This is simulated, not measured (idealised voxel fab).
A process module follows: voxel trench capacitor.
Shown is cross-section cut, with a width of 245 nm and square cells of size 5 nm.
Throughout this document, each cross-section is represented as a grid of square cells and is presented as a sequence of bands enumerated from the top downward, where a band comprises one or more rows of cells. Top, bottom (nm), then materials left to right with widths (nm); lone material tagged "everywhere" fills the whole band edge to edge; "blank" = empty space. Zero point of the height axis is 0; under it, received wafer = one material. Lowest band: continues down indefinitely, "from 0 down". Read "30 to 40" as a graded width: first number on top, second number at the bottom, same change between each pair of neighbouring rows. "no alteration" (step): cross-section cells unchanged, all of them. "Internal closed voids": sealed empty spaces, 8 cells or more, no open way to top, listed width x height at distance, with distance from the left edge and width, height and distance in nm. The remark found on a step's line after its settings is issued by the simulator itself and pertains to that step. Among the settings permitted on a step's line is "overlay nm"; applied to a step with a mask, it specifies the extent to which the mask lay to the right of its planned position, whereas a negative figure signifies a position to the left.
## Process steps (planned)
step 1: op RECEIVE | material Si
step 2: op CONFORMAL_DEP | material SiN | thk nm 5
step 3: op PATTERN | tone open | mask id TRENCH | material resist | width nm 30 | pitch nm 45 | thk nm 15 | overlay nm 0
step 4: op DIRECTIONAL_ETCH | etch materials SiN | depth nm 5
step 5: op DIRECTIONAL_ETCH | etch materials Si | depth nm 40
step 6: op STRIP | etch materials resist
step 7: op CONFORMAL_DEP | material HfO2 | thk nm 5
step 8: op CONFORMAL_DEP | material TiN | thk nm 5
step 9: op FILL_DEP | material W | thk nm 5
step 10: op CMP | height nm 5
## Shown in cross-section is the wafer as received, that is, as it stands after step 1
- from 0 down  Si everywhere
- Internal closed voids: none
## Starting wafer: above. Plan: above. Run: one mistake. Cross-section after the module: below
- from 0 to -30  Si 40 nm / HfO2 5 nm / TiN 5 nm / W 10 nm / TiN 5 nm / HfO2 5 nm / Si 15 nm / HfO2 5 nm / TiN 5 nm / W 10 nm / TiN 5 nm / HfO2 5 nm / Si 15 nm / HfO2 5 nm / TiN 5 nm / W 10 nm / TiN 5 nm / HfO2 5 nm / Si 15 nm / HfO2 5 nm / TiN 5 nm / W 10 nm / TiN 5 nm / HfO2 5 nm / Si 40 nm
- from -30 to -35  Si 40 nm / HfO2 5 nm / TiN 20 nm / HfO2 5 nm / Si 15 nm / HfO2 5 nm / TiN 20 nm / HfO2 5 nm / Si 15 nm / HfO2 5 nm / TiN 20 nm / HfO2 5 nm / Si 15 nm / HfO2 5 nm / TiN 20 nm / HfO2 5 nm / Si 40 nm
- from -35 to -40  Si 40 nm / HfO2 30 nm / Si 15 nm / HfO2 30 nm / Si 15 nm / HfO2 30 nm / Si 15 nm / HfO2 30 nm / Si 40 nm
- from -40 down  Si everywhere
- Internal closed voids: none
Finding, execution versus plan: so step 10 ended up running with a different setting than we planned, it ran as op CMP | height nm 0
